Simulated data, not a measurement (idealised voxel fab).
process module | voxel lift off
cross-section cut | 290 nm wide | cells 5 nm
A cross-section is a grid of square cells, given in bands from the top down. A band is one or more rows of cells.
Each band's line starts with the height of the band's top and of its bottom, in nm. Then come its materials from left to right, each with its width in nm. One material with "throughout" fills the band from edge to edge. "air" is empty space.
Height 0 is the level under which the wafer as received is all one material. The lowest band goes on downwards, as in "0 down".
A width such as "30 to 40" changes by the same amount from each row of cells to the next, from the band's top row to its bottom row.
"no change" after a step means that no cell of the cross-section changed.
closed voids: empty space of 8 cells or more with no open way to the top, each as width x height at its distance from the left edge, in nm
after a step's settings: what the simulator itself notes on the step
overlay nm, on a step with a mask: how far to the right of its planned place the mask lay; to the left if negative
plan
1 op RECEIVE | material Si
2 op CONFORMAL_DEP | material SiN | thk nm 15
3 op PATTERN | tone open | mask id LINES | material resist | width nm 15 | pitch nm 35 | thk nm 15 | overlay nm 0
4 op DIRECTIONAL_DEP | material Ru | thk nm 5
5 op STRIP | etch materials resist
6 op CONFORMAL_DEP | material SiCN | thk nm 10
as received, after step 1
  0 down: Si throughout
  closed voids: none
first wafer at the end, as planned
  30 to 25: air 75 | SiCN 140 | air 75
  25 to 20: SiCN throughout
  20 to 15: SiCN 85 | Ru 15 | SiCN 20 | Ru 15 | SiCN 20 | Ru 15 | SiCN 20 | Ru 15 | SiCN 85
  15 to 0: SiN throughout
  0 down: Si throughout
  closed voids: none
second wafer at the end: like start, like plan, one mistake
  25 to 15: SiCN throughout
  15 to 0: SiN throughout
  0 down: Si throughout
  closed voids: none
what went wrong: step 4 was left out
at the end the second wafer has, in cells: 12 fewer of Ru | 16 fewer of SiCN
